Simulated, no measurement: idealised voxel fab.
Name of the process module below: voxel spacer lines
Cross-sectional view cut (width: 220 nm; square cell size: 5 nm).
Format of a cross-section: grid, square cells. Given as bands. Order: top down. Band: one or more rows of cells.
It is stipulated that each band's entry specify, in nanometres, the height of the top of the band and then that of its bottom, followed by the materials of the band in left-to-right sequence, each together with its width in nanometres. A single material marked by the word "everywhere" is understood to fill the band from edge to edge; the word "blank" is understood to denote empty space.
Height reference: 0 = level under which incoming wafer is all one material. Lowest band: no bottom, runs on downward, e.g. "0 -> down".
Width "30 to 40": first value at the band's top row of cells, second value at its bottom row, equal change from row to row.
When a step is marked "nothing was modified", none of the cells in the cross-section changed during that step.
"Catalogued sealed voids" enumerates empty spaces isolated from the top, with no open way to it, that contain at least 8 cells, giving each as width x height at distance from the left edge, all three in nm.
On a step's line, text after the settings is the simulator commenting on that step.
overlay nm: step with mask; distance mask lay right of planned place; negative value = left of planned place.

## Listed below are the process steps as planned
1) RECEIVE,material Si
2) CONFORMAL_DEP,material Al2O3,thk nm 5
3) DIRECTIONAL_DEP,material polySi,thk nm 10
4) DIRECTIONAL_DEP,material aC,thk nm 25
5) PATTERN,tone cover,mask id MANDREL,material resist,width nm 25,pitch nm 80,thk nm 35,overlay nm 0
6) DIRECTIONAL_ETCH,etch materials aC,depth nm 25
7) STRIP,etch materials resist
8) CONFORMAL_DEP,material SiN,thk nm 15
9) DIRECTIONAL_ETCH,etch materials SiN,depth nm 5
10) STRIP,etch materials aC
11) DIRECTIONAL_ETCH,etch materials polySi,depth nm 10
12) STRIP,etch materials SiN
Every wafer here starts from the same state; it is the step 9 depth nm that distinguishes them, and the value the plan gives belongs to the first wafer.

## After step 1, as received: first of several wafers, cross-section
	0 -> down  Si everywhere
	Catalogued sealed voids: none

## Depicted here is the first of several wafers in cross-section, at module completion following the last step, step 12
	40 -> 15  blank (15); aC (25); blank (55); aC (25); blank (55); aC (25); blank (20)
	15 -> 5  polySi everywhere
	5 -> 0  Al2O3 everywhere
	0 -> down  Si everywhere
	Catalogued sealed voids: none

## Cross-sectional view, end of module, last wafer of several
	15 -> 5  polySi (15); blank (25); polySi (15); blank (25); polySi (15); blank (25); polySi (15); blank (25); polySi (15); blank (25); polySi (15); blank (5)
	5 -> 0  Al2O3 everywhere
	0 -> down  Si everywhere
	Catalogued sealed voids: none

## The following table contains a row per wafer, in which are reported, at the conclusion of the module, the cells of each material gained (+) or lost (-) since the wafer's receipt, with its closed voids given thereafter
depth nm 5 | +44 Al2O3 | +75 aC | +88 polySi | Catalogued sealed voids: none
depth nm 10 | +44 Al2O3 | +75 aC | +88 polySi | Catalogued sealed voids: none
depth nm 15 | +44 Al2O3 | +36 polySi | Catalogued sealed voids: none
depth nm 20 | +44 Al2O3 | +36 polySi | Catalogued sealed voids: none
depth nm 25 | +44 Al2O3 | +36 polySi | Catalogued sealed voids: none
depth nm 30 | +44 Al2O3 | +36 polySi | Catalogued sealed voids: none
